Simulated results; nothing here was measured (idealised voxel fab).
process module | voxel transistor to metal
cross-section cut | 170 nm wide | cells 5 nm
A cross-section is a grid of square cells, given in bands from the top down. A band is one or more rows of cells.
Each band's line starts with the height of the band's top and of its bottom, in nm. Then come its materials from left to right, each with its width in nm. One material with "throughout" fills the band from edge to edge. "air" is empty space.
Height 0 is the level under which the wafer as received is all one material. The lowest band goes on downwards, as in "0 down".
A width such as "30 to 40" changes by the same amount from each row of cells to the next, from the band's top row to its bottom row.
"no change" after a step means that no cell of the cross-section changed.
closed voids: empty space of 8 cells or more with no open way to the top, each as width x height at its distance from the left edge, in nm
after a step's settings: what the simulator itself notes on the step
overlay nm, on a step with a mask: how far to the right of its planned place the mask lay; to the left if negative
plan
1 op RECEIVE | material Si
2 op CONFORMAL_DEP | material SiO2 | thk nm 5
3 op CONFORMAL_DEP | material SiN | thk nm 15
4 op DIRECTIONAL_DEP | material aC | thk nm 15
5 op PATTERN | tone cover | mask id ACTIVE | material resist | width nm 125 | thk nm 30 | overlay nm 0
6 op DIRECTIONAL_ETCH | etch materials aC | depth nm 15
7 op STRIP | etch materials resist
8 op DIRECTIONAL_ETCH | etch materials SiN | depth nm 15
9 op DIRECTIONAL_ETCH | etch materials SiO2 | depth nm 5
10 op DIRECTIONAL_ETCH | etch materials Si | depth nm 30
11 op STRIP | etch materials aC
12 op FILL_DEP | material SiO2 | thk nm 5
13 op CMP | height nm 20
14 op SELECTIVE_ETCH | etch materials SiO2 | depth nm 10
15 op STRIP | etch materials SiN
16 op SELECTIVE_ETCH | etch materials SiO2 | depth nm 5
17 op OXIDIZE | depth nm 5
18 op DIRECTIONAL_DEP | material polySi | thk nm 30
19 op DIRECTIONAL_DEP | material SiCN | thk nm 10
20 op PATTERN | tone cover | mask id GATE | material resist | width nm 25 | thk nm 20 | overlay nm 0
21 op DIRECTIONAL_ETCH | etch materials SiCN | depth nm 20
22 op DIRECTIONAL_ETCH | etch materials polySi | depth nm 40
23 op STRIP | etch materials resist
24 op CONFORMAL_DEP | material SiO2 | thk nm 5
25 op DIRECTIONAL_ETCH | etch materials SiO2 | depth nm 5
26 op CONFORMAL_DEP | material SiN | thk nm 5
27 op DIRECTIONAL_ETCH | etch materials SiN | depth nm 5
28 op DIRECTIONAL_ETCH | etch materials SiO2 | depth nm 5
29 op DIRECTIONAL_ETCH | etch materials Si | depth nm 15
30 op EPI | material SiGe | thk nm 20
31 op FILL_DEP | material SiO2 | thk nm 5
32 op CMP | height nm 30
33 op STRIP | etch materials polySi
34 op SELECTIVE_ETCH | etch materials SiO2 | depth nm 5
35 op CONFORMAL_DEP | material HfO2 | thk nm 5
36 op CONFORMAL_DEP | material TiN | thk nm 5
37 op FILL_DEP | material W | thk nm 5
38 op CMP | height nm 25
39 op DIRECTIONAL_DEP | material SiO2 | thk nm 10
40 op PATTERN | tone open | mask id CONTACT | material resist | width nm 20 | pitch nm 85 | thk nm 20 | overlay nm 0
41 op DIRECTIONAL_ETCH | etch materials SiO2 | depth nm 20
42 op STRIP | etch materials resist
43 op CONFORMAL_DEP | material TiN | thk nm 5
44 op FILL_DEP | material W | thk nm 10
45 op CMP | height nm 35
46 op CONFORMAL_DEP | material SiCN | thk nm 5
47 op DIRECTIONAL_DEP | material lowk | thk nm 15
48 op DIRECTIONAL_DEP | material aC | thk nm 10
49 op PATTERN | tone open | mask id METAL_1 | material resist | width nm 20 | pitch nm 85 | thk nm 30 | overlay nm 0
50 op DIRECTIONAL_ETCH | etch materials aC | depth nm 10
51 op STRIP | etch materials resist
52 op DIRECTIONAL_ETCH | etch materials lowk | depth nm 15
53 op DIRECTIONAL_ETCH | etch materials SiCN | depth nm 5
54 op STRIP | etch materials aC
55 op CONFORMAL_DEP | material TiN | thk nm 5
56 op FILL_DEP | material Cu | thk nm 5
57 op CMP | height nm 55
58 op EPI | material Ru | thk nm 5
59 op FILL_DEP | material SiCN | thk nm 5
60 op DIRECTIONAL_DEP | material SiO2 | thk nm 25
61 op DIRECTIONAL_DEP | material aC | thk nm 10
62 op PATTERN | tone open | mask id METAL_2_HOLES | material resist | width nm 15 | pitch nm 85 | thk nm 30 | overlay nm 0
63 op DIRECTIONAL_ETCH | etch materials aC | depth nm 10
64 op STRIP | etch materials resist
65 op DIRECTIONAL_ETCH | etch materials SiO2 | depth nm 25
66 op STRIP | etch materials aC
67 op PATTERN | tone open | mask id METAL_2 | material resist | width nm 20 | pitch nm 85 | thk nm 15 | overlay nm 0
68 op DIRECTIONAL_ETCH | etch materials SiO2 | depth nm 15
69 op DIRECTIONAL_ETCH | etch materials SiCN | depth nm 5
70 op STRIP | etch materials resist
71 op CONFORMAL_DEP | material TiN | thk nm 5
72 op FILL_DEP | material Cu | thk nm 10
73 op CMP | height nm 90
74 op CONFORMAL_DEP | material SiN | thk nm 5
first wafer, as planned
as received, after step 1
  0 down: Si throughout
  closed voids: none
after step 2
  5 to 0: SiO2 throughout
  below 0: unchanged
after step 3
  20 to 5: SiN throughout
  below 5: unchanged
after step 4
  35 to 20: aC throughout
  below 20: unchanged
after step 5
  65 to 35: air 20 | resist 125 | air 25
  below 35: unchanged
after step 6
  50 to 35: air 20 | resist 125 | air 25
  35 to 20: air 20 | aC 125 | air 25
  below 20: unchanged
after step 7
  35 to 20: air 20 | aC 125 | air 25
  below 20: unchanged
after step 8
  35 to 20: air 20 | aC 125 | air 25
  20 to 5: air 20 | SiN 125 | air 25
  below 5: unchanged
after step 9
  35 to 20: air 20 | aC 125 | air 25
  20 to 5: air 20 | SiN 125 | air 25
  5 to 0: air 20 | SiO2 125 | air 25
  below 0: unchanged
after step 10
  35 to 20: air 20 | aC 125 | air 25
  20 to 5: air 20 | SiN 125 | air 25
  5 to 0: air 20 | SiO2 125 | air 25
  0 to -30: air 20 | Si 125 | air 25
  below -30: unchanged
after step 11
  20 to 5: air 20 | SiN 125 | air 25
  below 5: unchanged
after step 12
  25 to 20: SiO2 throughout
  20 to 5: SiO2 20 | SiN 125 | SiO2 25
  5 to 0: SiO2 throughout
  0 to -30: SiO2 20 | Si 125 | SiO2 25
  below -30: unchanged
after step 13
  20 to 5: SiO2 20 | SiN 125 | SiO2 25
  below 5: unchanged
after step 14
  20 to 10: air 20 | SiN 125 | air 25
  below 10: unchanged
after step 15
  10 to 5: SiO2 20 | air 125 | SiO2 25
  below 5: unchanged
after step 16
  5 to 0: SiO2 15 | air 135 | SiO2 20
  below 0: unchanged
after step 17
  5 to 0: SiO2 15 | air 135 | SiO2 20
  0 to -5: SiO2 throughout
  below -5: unchanged
after step 18
  35 to 30: polySi 15 | air 135 | polySi 20
  30 to 5: polySi throughout
  5 to 0: SiO2 15 | polySi 135 | SiO2 20
  below 0: unchanged
after step 19
  45 to 40: SiCN 15 | air 135 | SiCN 20
  40 to 35: SiCN throughout
  35 to 30: polySi 15 | SiCN 135 | polySi 20
  below 30: unchanged
after step 20
  65 to 45: air 70 | resist 25 | air 75
  45 to 40: SiCN 15 | air 55 | resist 25 | air 55 | SiCN 20
  below 40: unchanged
after step 21
  65 to 40: air 70 | resist 25 | air 75
  40 to 35: air 70 | SiCN 25 | air 75
  35 to 30: polySi 15 | air 55 | SiCN 25 | air 55 | polySi 20
  below 30: unchanged
after step 22
  65 to 40: air 70 | resist 25 | air 75
  40 to 30: air 70 | SiCN 25 | air 75
  30 to 5: air 70 | polySi 25 | air 75
  5 to 0: SiO2 15 | air 55 | polySi 25 | air 55 | SiO2 20
  below 0: unchanged
after step 23
  40 to 30: air 70 | SiCN 25 | air 75
  below 30: unchanged
after step 24
  45 to 40: air 65 | SiO2 35 | air 70
  40 to 30: air 65 | SiO2 5 | SiCN 25 | SiO2 5 | air 70
  30 to 10: air 65 | SiO2 5 | polySi 25 | SiO2 5 | air 70
  10 to 5: SiO2 20 | air 45 | SiO2 5 | polySi 25 | SiO2 5 | air 45 | SiO2 25
  5 to 0: SiO2 70 | polySi 25 | SiO2 75
  below 0: unchanged
after step 25
  40 to 30: air 65 | SiO2 5 | SiCN 25 | SiO2 5 | air 70
  30 to 5: air 65 | SiO2 5 | polySi 25 | SiO2 5 | air 70
  5 to 0: SiO2 20 | air 45 | SiO2 5 | polySi 25 | SiO2 5 | air 45 | SiO2 25
  below 0: unchanged
after step 26
  45 to 40: air 60 | SiN 45 | air 65
  40 to 30: air 60 | SiN 5 | SiO2 5 | SiCN 25 | SiO2 5 | SiN 5 | air 65
  30 to 10: air 60 | SiN 5 | SiO2 5 | polySi 25 | SiO2 5 | SiN 5 | air 65
  10 to 5: SiN 25 | air 35 | SiN 5 | SiO2 5 | polySi 25 | SiO2 5 | SiN 5 | air 35 | SiN 30
  5 to 0: SiO2 20 | SiN 45 | SiO2 5 | polySi 25 | SiO2 5 | SiN 45 | SiO2 25
  below 0: unchanged
after step 27
  40 to 30: air 60 | SiN 5 | SiO2 5 | SiCN 25 | SiO2 5 | SiN 5 | air 65
  30 to 5: air 60 | SiN 5 | SiO2 5 | polySi 25 | SiO2 5 | SiN 5 | air 65
  5 to 0: SiO2 20 | SiN 5 | air 35 | SiN 5 | SiO2 5 | polySi 25 | SiO2 5 | SiN 5 | air 35 | SiN 5 | SiO2 25
  below 0: unchanged
after step 28
  40 to 35: air 60 | SiN 5 | air 5 | SiCN 25 | air 5 | SiN 5 | air 65
  35 to 30: air 60 | SiN 5 | SiO2 5 | SiCN 25 | SiO2 5 | SiN 5 | air 65
  30 to 5: air 60 | SiN 5 | SiO2 5 | polySi 25 | SiO2 5 | SiN 5 | air 65
  5 to 0: air 20 | SiN 5 | air 35 | SiN 5 | SiO2 5 | polySi 25 | SiO2 5 | SiN 5 | air 35 | SiN 5 | air 25
  0 to -5: SiO2 25 | air 35 | SiO2 45 | air 35 | SiO2 30
  below -5: unchanged
after step 29
  40 to 35: air 60 | SiN 5 | air 5 | SiCN 25 | air 5 | SiN 5 | air 65
  35 to 30: air 60 | SiN 5 | SiO2 5 | SiCN 25 | SiO2 5 | SiN 5 | air 65
  30 to 5: air 60 | SiN 5 | SiO2 5 | polySi 25 | SiO2 5 | SiN 5 | air 65
  5 to 0: air 20 | SiN 5 | air 35 | SiN 5 | SiO2 5 | polySi 25 | SiO2 5 | SiN 5 | air 35 | SiN 5 | air 25
  0 to -5: SiO2 25 | air 35 | SiO2 45 | air 35 | SiO2 30
  -5 to -20: SiO2 20 | Si 5 | air 35 | Si 45 | air 35 | Si 5 | SiO2 25
  below -20: unchanged
after step 30
  40 to 35: air 60 | SiN 5 | air 5 | SiCN 25 | air 5 | SiN 5 | air 65
  35 to 30: air 60 | SiN 5 | SiO2 5 | SiCN 25 | SiO2 5 | SiN 5 | air 65
  30 to 15: air 60 | SiN 5 | SiO2 5 | polySi 25 | SiO2 5 | SiN 5 | air 65
  15 to 5: air 15 | SiGe 45 | SiN 5 | SiO2 5 | polySi 25 | SiO2 5 | SiN 5 | SiGe 45 | air 20
  5 to 0: air 15 | SiGe 5 | SiN 5 | SiGe 35 | SiN 5 | SiO2 5 | polySi 25 | SiO2 5 | SiN 5 | SiGe 35 | SiN 5 | SiGe 5 | air 20
  0 to -5: SiO2 25 | SiGe 35 | SiO2 45 | SiGe 35 | SiO2 30
  -5 to -20: SiO2 20 | Si 5 | SiGe 35 | Si 45 | SiGe 35 | Si 5 | SiO2 25
  below -20: unchanged
after step 31
  45 to 40: SiO2 throughout
  40 to 30: SiO2 60 | SiN 5 | SiO2 5 | SiCN 25 | SiO2 5 | SiN 5 | SiO2 65
  30 to 15: SiO2 60 | SiN 5 | SiO2 5 | polySi 25 | SiO2 5 | SiN 5 | SiO2 65
  15 to 5: SiO2 15 | SiGe 45 | SiN 5 | SiO2 5 | polySi 25 | SiO2 5 | SiN 5 | SiGe 45 | SiO2 20
  5 to 0: SiO2 15 | SiGe 5 | SiN 5 | SiGe 35 | SiN 5 | SiO2 5 | polySi 25 | SiO2 5 | SiN 5 | SiGe 35 | SiN 5 | SiGe 5 | SiO2 20
  below 0: unchanged
after step 32
  30 to 15: SiO2 60 | SiN 5 | SiO2 5 | polySi 25 | SiO2 5 | SiN 5 | SiO2 65
  below 15: unchanged
after step 33
  30 to 15: SiO2 60 | SiN 5 | SiO2 5 | air 25 | SiO2 5 | SiN 5 | SiO2 65
  15 to 5: SiO2 15 | SiGe 45 | SiN 5 | SiO2 5 | air 25 | SiO2 5 | SiN 5 | SiGe 45 | SiO2 20
  5 to 0: SiO2 15 | SiGe 5 | SiN 5 | SiGe 35 | SiN 5 | SiO2 5 | air 25 | SiO2 5 | SiN 5 | SiGe 35 | SiN 5 | SiGe 5 | SiO2 20
  below 0: unchanged
after step 34
  30 to 25: air 60 | SiN 5 | air 35 | SiN 5 | air 65
  25 to 15: SiO2 60 | SiN 5 | air 35 | SiN 5 | SiO2 65
  15 to 5: SiO2 15 | SiGe 45 | SiN 5 | air 35 | SiN 5 | SiGe 45 | SiO2 20
  5 to 0: SiO2 15 | SiGe 5 | SiN 5 | SiGe 35 | SiN 5 | air 35 | SiN 5 | SiGe 35 | SiN 5 | SiGe 5 | SiO2 20
  0 to -5: SiO2 25 | SiGe 35 | SiO2 5 | air 35 | SiO2 5 | SiGe 35 | SiO2 30
  below -5: unchanged
after step 35
  35 to 30: air 55 | HfO2 15 | air 25 | HfO2 15 | air 60
  30 to 25: HfO2 60 | SiN 5 | HfO2 5 | air 25 | HfO2 5 | SiN 5 | HfO2 65
  25 to 15: SiO2 60 | SiN 5 | HfO2 5 | air 25 | HfO2 5 | SiN 5 | SiO2 65
  15 to 5: SiO2 15 | SiGe 45 | SiN 5 | HfO2 5 | air 25 | HfO2 5 | SiN 5 | SiGe 45 | SiO2 20
  5 to 0: SiO2 15 | SiGe 5 | SiN 5 | SiGe 35 | SiN 5 | HfO2 5 | air 25 | HfO2 5 | SiN 5 | SiGe 35 | SiN 5 | SiGe 5 | SiO2 20
  0 to -5: SiO2 25 | SiGe 35 | SiO2 5 | HfO2 35 | SiO2 5 | SiGe 35 | SiO2 30
  below -5: unchanged
after step 36
  40 to 35: air 50 | TiN 25 | air 15 | TiN 25 | air 55
  35 to 30: TiN 55 | HfO2 15 | TiN 5 | air 15 | TiN 5 | HfO2 15 | TiN 60
  30 to 25: HfO2 60 | SiN 5 | HfO2 5 | TiN 5 | air 15 | TiN 5 | HfO2 5 | SiN 5 | HfO2 65
  25 to 15: SiO2 60 | SiN 5 | HfO2 5 | TiN 5 | air 15 | TiN 5 | HfO2 5 | SiN 5 | SiO2 65
  15 to 5: SiO2 15 | SiGe 45 | SiN 5 | HfO2 5 | TiN 5 | air 15 | TiN 5 | HfO2 5 | SiN 5 | SiGe 45 | SiO2 20
  5 to 0: SiO2 15 | SiGe 5 | SiN 5 | SiGe 35 | SiN 5 | HfO2 5 | TiN 25 | HfO2 5 | SiN 5 | SiGe 35 | SiN 5 | SiGe 5 | SiO2 20
  below 0: unchanged
after step 37
  45 to 40: W throughout
  40 to 35: W 50 | TiN 25 | W 15 | TiN 25 | W 55
  35 to 30: TiN 55 | HfO2 15 | TiN 5 | W 15 | TiN 5 | HfO2 15 | TiN 60
  30 to 25: HfO2 60 | SiN 5 | HfO2 5 | TiN 5 | W 15 | TiN 5 | HfO2 5 | SiN 5 | HfO2 65
  25 to 15: SiO2 60 | SiN 5 | HfO2 5 | TiN 5 | W 15 | TiN 5 | HfO2 5 | SiN 5 | SiO2 65
  15 to 5: SiO2 15 | SiGe 45 | SiN 5 | HfO2 5 | TiN 5 | W 15 | TiN 5 | HfO2 5 | SiN 5 | SiGe 45 | SiO2 20
  below 5: unchanged
after step 38
  25 to 15: SiO2 60 | SiN 5 | HfO2 5 | TiN 5 | W 15 | TiN 5 | HfO2 5 | SiN 5 | SiO2 65
  below 15: unchanged
after step 39
  35 to 25: SiO2 throughout
  below 25: unchanged
after step 40
  55 to 35: resist 30 | air 20 | resist 65 | air 20 | resist 35
  below 35: unchanged
after step 41
  55 to 35: resist 30 | air 20 | resist 65 | air 20 | resist 35
  35 to 25: SiO2 30 | air 20 | SiO2 65 | air 20 | SiO2 35
  25 to 15: SiO2 30 | air 20 | SiO2 10 | SiN 5 | HfO2 5 | TiN 5 | W 15 | TiN 5 | HfO2 5 | SiN 5 | SiO2 10 | air 20 | SiO2 35
  below 15: unchanged
after step 42
  35 to 25: SiO2 30 | air 20 | SiO2 65 | air 20 | SiO2 35
  below 25: unchanged
after step 43
  40 to 35: TiN 35 | air 10 | TiN 75 | air 10 | TiN 40
  35 to 25: SiO2 30 | TiN 5 | air 10 | TiN 5 | SiO2 65 | TiN 5 | air 10 | TiN 5 | SiO2 35
  25 to 20: SiO2 30 | TiN 5 | air 10 | TiN 5 | SiO2 10 | SiN 5 | HfO2 5 | TiN 5 | W 15 | TiN 5 | HfO2 5 | SiN 5 | SiO2 10 | TiN 5 | air 10 | TiN 5 | SiO2 35
  20 to 15: SiO2 30 | TiN 20 | SiO2 10 | SiN 5 | HfO2 5 | TiN 5 | W 15 | TiN 5 | HfO2 5 | SiN 5 | SiO2 10 | TiN 20 | SiO2 35
  below 15: unchanged
after step 44
  50 to 40: W throughout
  40 to 35: TiN 35 | W 10 | TiN 75 | W 10 | TiN 40
  35 to 25: SiO2 30 | TiN 5 | W 10 | TiN 5 | SiO2 65 | TiN 5 | W 10 | TiN 5 | SiO2 35
  25 to 20: SiO2 30 | TiN 5 | W 10 | TiN 5 | SiO2 10 | SiN 5 | HfO2 5 | TiN 5 | W 15 | TiN 5 | HfO2 5 | SiN 5 | SiO2 10 | TiN 5 | W 10 | TiN 5 | SiO2 35
  below 20: unchanged
after step 45
  35 to 25: SiO2 30 | TiN 5 | W 10 | TiN 5 | SiO2 65 | TiN 5 | W 10 | TiN 5 | SiO2 35
  below 25: unchanged
after step 46
  40 to 35: SiCN throughout
  below 35: unchanged
after step 47
  55 to 40: lowk throughout
  below 40: unchanged
after step 48
  65 to 55: aC throughout
  below 55: unchanged
after step 49
  95 to 65: resist 30 | air 20 | resist 65 | air 20 | resist 35
  below 65: unchanged
after step 50
  85 to 65: resist 30 | air 20 | resist 65 | air 20 | resist 35
  65 to 55: aC 30 | air 20 | aC 65 | air 20 | aC 35
  below 55: unchanged
after step 51
  65 to 55: aC 30 | air 20 | aC 65 | air 20 | aC 35
  below 55: unchanged
after step 52
  65 to 55: aC 30 | air 20 | aC 65 | air 20 | aC 35
  55 to 40: lowk 30 | air 20 | lowk 65 | air 20 | lowk 35
  below 40: unchanged
after step 53
  65 to 55: aC 30 | air 20 | aC 65 | air 20 | aC 35
  55 to 40: lowk 30 | air 20 | lowk 65 | air 20 | lowk 35
  40 to 35: SiCN 30 | air 20 | SiCN 65 | air 20 | SiCN 35
  below 35: unchanged
after step 54
  55 to 40: lowk 30 | air 20 | lowk 65 | air 20 | lowk 35
  below 40: unchanged
after step 55
  60 to 55: TiN 35 | air 10 | TiN 75 | air 10 | TiN 40
  55 to 40: lowk 30 | TiN 5 | air 10 | TiN 5 | lowk 65 | TiN 5 | air 10 | TiN 5 | lowk 35
  40 to 35: SiCN 30 | TiN 20 | SiCN 65 | TiN 20 | SiCN 35
  below 35: unchanged
after step 56
  65 to 60: Cu throughout
  60 to 55: TiN 35 | Cu 10 | TiN 75 | Cu 10 | TiN 40
  55 to 40: lowk 30 | TiN 5 | Cu 10 | TiN 5 | lowk 65 | TiN 5 | Cu 10 | TiN 5 | lowk 35
  below 40: unchanged
after step 57
  55 to 40: lowk 30 | TiN 5 | Cu 10 | TiN 5 | lowk 65 | TiN 5 | Cu 10 | TiN 5 | lowk 35
  below 40: unchanged
after step 58
  60 to 55: air 25 | Ru 30 | air 55 | Ru 30 | air 30
  below 55: unchanged
after step 59
  65 to 60: SiCN throughout
  60 to 55: SiCN 25 | Ru 30 | SiCN 55 | Ru 30 | SiCN 30
  below 55: unchanged
after step 60
  90 to 65: SiO2 throughout
  below 65: unchanged
after step 61
  100 to 90: aC throughout
  below 90: unchanged
after step 62
  130 to 100: resist 30 | air 15 | resist 70 | air 15 | resist 40
  below 100: unchanged
after step 63
  120 to 100: resist 30 | air 15 | resist 70 | air 15 | resist 40
  100 to 90: aC 30 | air 15 | aC 70 | air 15 | aC 40
  below 90: unchanged
after step 64
  100 to 90: aC 30 | air 15 | aC 70 | air 15 | aC 40
  below 90: unchanged
after step 65
  100 to 90: aC 30 | air 15 | aC 70 | air 15 | aC 40
  90 to 65: SiO2 30 | air 15 | SiO2 70 | air 15 | SiO2 40
  below 65: unchanged
after step 66
  90 to 65: SiO2 30 | air 15 | SiO2 70 | air 15 | SiO2 40
  below 65: unchanged
after step 67
  105 to 90: resist 30 | air 20 | resist 65 | air 20 | resist 35
  below 90: unchanged
after step 68
  105 to 90: resist 30 | air 20 | resist 65 | air 20 | resist 35
  90 to 75: SiO2 30 | air 20 | SiO2 65 | air 20 | SiO2 35
  below 75: unchanged
after step 69
  105 to 90: resist 30 | air 20 | resist 65 | air 20 | resist 35
  90 to 75: SiO2 30 | air 20 | SiO2 65 | air 20 | SiO2 35
  75 to 65: SiO2 30 | air 15 | SiO2 70 | air 15 | SiO2 40
  65 to 60: SiCN 30 | air 15 | SiCN 70 | air 15 | SiCN 40
  below 60: unchanged
after step 70
  90 to 75: SiO2 30 | air 20 | SiO2 65 | air 20 | SiO2 35
  below 75: unchanged
after step 71
  95 to 90: TiN 35 | air 10 | TiN 75 | air 10 | TiN 40
  90 to 80: SiO2 30 | TiN 5 | air 10 | TiN 5 | SiO2 65 | TiN 5 | air 10 | TiN 5 | SiO2 35
  80 to 75: SiO2 30 | TiN 5 | air 5 | TiN 10 | SiO2 65 | TiN 5 | air 5 | TiN 10 | SiO2 35
  75 to 65: SiO2 30 | TiN 5 | air 5 | TiN 5 | SiO2 70 | TiN 5 | air 5 | TiN 5 | SiO2 40
  65 to 60: SiCN 30 | TiN 15 | SiCN 70 | TiN 15 | SiCN 40
  below 60: unchanged
after step 72
  105 to 95: Cu throughout
  95 to 90: TiN 35 | Cu 10 | TiN 75 | Cu 10 | TiN 40
  90 to 80: SiO2 30 | TiN 5 | Cu 10 | TiN 5 | SiO2 65 | TiN 5 | Cu 10 | TiN 5 | SiO2 35
  80 to 75: SiO2 30 | TiN 5 | Cu 5 | TiN 10 | SiO2 65 | TiN 5 | Cu 5 | TiN 10 | SiO2 35
  75 to 65: SiO2 30 | TiN 5 | Cu 5 | TiN 5 | SiO2 70 | TiN 5 | Cu 5 | TiN 5 | SiO2 40
  below 65: unchanged
after step 73
  90 to 80: SiO2 30 | TiN 5 | Cu 10 | TiN 5 | SiO2 65 | TiN 5 | Cu 10 | TiN 5 | SiO2 35
  below 80: unchanged
after step 74
  95 to 90: SiN throughout
  below 90: unchanged
second wafer: like start, like plan, one mistake. Through step 39 it matches the first wafer
when step 40 should have ended
  55 to 35: air 30 | resist 20 | air 65 | resist 20 | air 35
  below 35: unchanged
when step 41 should have ended
  55 to 35: air 30 | resist 20 | air 65 | resist 20 | air 35
  35 to 25: air 30 | SiO2 20 | air 65 | SiO2 20 | air 35
  25 to 15: air 30 | SiO2 20 | air 10 | SiN 5 | HfO2 5 | TiN 5 | W 15 | TiN 5 | HfO2 5 | SiN 5 | air 10 | SiO2 20 | air 35
  below 15: unchanged
when step 42 should have ended
  35 to 25: air 30 | SiO2 20 | air 65 | SiO2 20 | air 35
  below 25: unchanged
when step 43 should have ended
  40 to 35: air 25 | TiN 30 | air 55 | TiN 30 | air 30
  35 to 30: air 25 | TiN 5 | SiO2 20 | TiN 5 | air 55 | TiN 5 | SiO2 20 | TiN 5 | air 30
  30 to 25: air 25 | TiN 5 | SiO2 20 | TiN 65 | SiO2 20 | TiN 5 | air 30
  25 to 20: air 25 | TiN 5 | SiO2 20 | TiN 10 | SiN 5 | HfO2 5 | TiN 5 | W 15 | TiN 5 | HfO2 5 | SiN 5 | TiN 10 | SiO2 20 | TiN 5 | air 30
  20 to 15: TiN 30 | SiO2 20 | TiN 10 | SiN 5 | HfO2 5 | TiN 5 | W 15 | TiN 5 | HfO2 5 | SiN 5 | TiN 10 | SiO2 20 | TiN 35
  below 15: unchanged
when step 44 should have ended
  50 to 40: W throughout
  40 to 35: W 25 | TiN 30 | W 55 | TiN 30 | W 30
  35 to 30: W 25 | TiN 5 | SiO2 20 | TiN 5 | W 55 | TiN 5 | SiO2 20 | TiN 5 | W 30
  30 to 25: W 25 | TiN 5 | SiO2 20 | TiN 65 | SiO2 20 | TiN 5 | W 30
  25 to 20: W 25 | TiN 5 | SiO2 20 | TiN 10 | SiN 5 | HfO2 5 | TiN 5 | W 15 | TiN 5 | HfO2 5 | SiN 5 | TiN 10 | SiO2 20 | TiN 5 | W 30
  below 20: unchanged
when step 45 should have ended
  35 to 30: W 25 | TiN 5 | SiO2 20 | TiN 5 | W 55 | TiN 5 | SiO2 20 | TiN 5 | W 30
  below 30: unchanged
when step 46 should have ended
  40 to 35: SiCN throughout
  below 35: unchanged
when step 47 should have ended
  55 to 40: lowk throughout
  below 40: unchanged
when step 48 should have ended
  65 to 55: aC throughout
  below 55: unchanged
when step 49 should have ended
  95 to 65: resist 30 | air 20 | resist 65 | air 20 | resist 35
  below 65: unchanged
when step 50 should have ended
  85 to 65: resist 30 | air 20 | resist 65 | air 20 | resist 35
  65 to 55: aC 30 | air 20 | aC 65 | air 20 | aC 35
  below 55: unchanged
when step 51 should have ended
  65 to 55: aC 30 | air 20 | aC 65 | air 20 | aC 35
  below 55: unchanged
when step 52 should have ended
  65 to 55: aC 30 | air 20 | aC 65 | air 20 | aC 35
  55 to 40: lowk 30 | air 20 | lowk 65 | air 20 | lowk 35
  below 40: unchanged
when step 53 should have ended
  65 to 55: aC 30 | air 20 | aC 65 | air 20 | aC 35
  55 to 40: lowk 30 | air 20 | lowk 65 | air 20 | lowk 35
  40 to 35: SiCN 30 | air 20 | SiCN 65 | air 20 | SiCN 35
  below 35: unchanged
when step 54 should have ended
  55 to 40: lowk 30 | air 20 | lowk 65 | air 20 | lowk 35
  below 40: unchanged
when step 55 should have ended
  60 to 55: TiN 35 | air 10 | TiN 75 | air 10 | TiN 40
  55 to 40: lowk 30 | TiN 5 | air 10 | TiN 5 | lowk 65 | TiN 5 | air 10 | TiN 5 | lowk 35
  40 to 35: SiCN 30 | TiN 20 | SiCN 65 | TiN 20 | SiCN 35
  below 35: unchanged
when step 56 should have ended
  65 to 60: Cu throughout
  60 to 55: TiN 35 | Cu 10 | TiN 75 | Cu 10 | TiN 40
  55 to 40: lowk 30 | TiN 5 | Cu 10 | TiN 5 | lowk 65 | TiN 5 | Cu 10 | TiN 5 | lowk 35
  below 40: unchanged
when step 57 should have ended
  55 to 40: lowk 30 | TiN 5 | Cu 10 | TiN 5 | lowk 65 | TiN 5 | Cu 10 | TiN 5 | lowk 35
  below 40: unchanged
when step 58 should have ended
  60 to 55: air 25 | Ru 30 | air 55 | Ru 30 | air 30
  below 55: unchanged
when step 59 should have ended
  65 to 60: SiCN throughout
  60 to 55: SiCN 25 | Ru 30 | SiCN 55 | Ru 30 | SiCN 30
  below 55: unchanged
when step 60 should have ended
  90 to 65: SiO2 throughout
  below 65: unchanged
when step 61 should have ended
  100 to 90: aC throughout
  below 90: unchanged
when step 62 should have ended
  130 to 100: resist 30 | air 15 | resist 70 | air 15 | resist 40
  below 100: unchanged
when step 63 should have ended
  120 to 100: resist 30 | air 15 | resist 70 | air 15 | resist 40
  100 to 90: aC 30 | air 15 | aC 70 | air 15 | aC 40
  below 90: unchanged
when step 64 should have ended
  100 to 90: aC 30 | air 15 | aC 70 | air 15 | aC 40
  below 90: unchanged
when step 65 should have ended
  100 to 90: aC 30 | air 15 | aC 70 | air 15 | aC 40
  90 to 65: SiO2 30 | air 15 | SiO2 70 | air 15 | SiO2 40
  below 65: unchanged
when step 66 should have ended
  90 to 65: SiO2 30 | air 15 | SiO2 70 | air 15 | SiO2 40
  below 65: unchanged
when step 67 should have ended
  105 to 90: resist 30 | air 20 | resist 65 | air 20 | resist 35
  below 90: unchanged
when step 68 should have ended
  105 to 90: resist 30 | air 20 | resist 65 | air 20 | resist 35
  90 to 75: SiO2 30 | air 20 | SiO2 65 | air 20 | SiO2 35
  below 75: unchanged
when step 69 should have ended
  105 to 90: resist 30 | air 20 | resist 65 | air 20 | resist 35
  90 to 75: SiO2 30 | air 20 | SiO2 65 | air 20 | SiO2 35
  75 to 65: SiO2 30 | air 15 | SiO2 70 | air 15 | SiO2 40
  65 to 60: SiCN 30 | air 15 | SiCN 70 | air 15 | SiCN 40
  below 60: unchanged
when step 70 should have ended
  90 to 75: SiO2 30 | air 20 | SiO2 65 | air 20 | SiO2 35
  below 75: unchanged
when step 71 should have ended
  95 to 90: TiN 35 | air 10 | TiN 75 | air 10 | TiN 40
  90 to 80: SiO2 30 | TiN 5 | air 10 | TiN 5 | SiO2 65 | TiN 5 | air 10 | TiN 5 | SiO2 35
  80 to 75: SiO2 30 | TiN 5 | air 5 | TiN 10 | SiO2 65 | TiN 5 | air 5 | TiN 10 | SiO2 35
  75 to 65: SiO2 30 | TiN 5 | air 5 | TiN 5 | SiO2 70 | TiN 5 | air 5 | TiN 5 | SiO2 40
  65 to 60: SiCN 30 | TiN 15 | SiCN 70 | TiN 15 | SiCN 40
  below 60: unchanged
when step 72 should have ended
  105 to 95: Cu throughout
  95 to 90: TiN 35 | Cu 10 | TiN 75 | Cu 10 | TiN 40
  90 to 80: SiO2 30 | TiN 5 | Cu 10 | TiN 5 | SiO2 65 | TiN 5 | Cu 10 | TiN 5 | SiO2 35
  80 to 75: SiO2 30 | TiN 5 | Cu 5 | TiN 10 | SiO2 65 | TiN 5 | Cu 5 | TiN 10 | SiO2 35
  75 to 65: SiO2 30 | TiN 5 | Cu 5 | TiN 5 | SiO2 70 | TiN 5 | Cu 5 | TiN 5 | SiO2 40
  below 65: unchanged
when step 73 should have ended
  90 to 80: SiO2 30 | TiN 5 | Cu 10 | TiN 5 | SiO2 65 | TiN 5 | Cu 10 | TiN 5 | SiO2 35
  below 80: unchanged
when step 74 should have ended
  95 to 90: SiN throughout
  below 90: unchanged
what went wrong: step 40 ran as: op PATTERN | tone cover | mask id CONTACT | material resist | width nm 20 | pitch nm 85 | thk nm 20 | overlay nm 0
at the end the second wafer has, in cells: 54 fewer of SiO2 | 22 more of TiN | 32 more of W
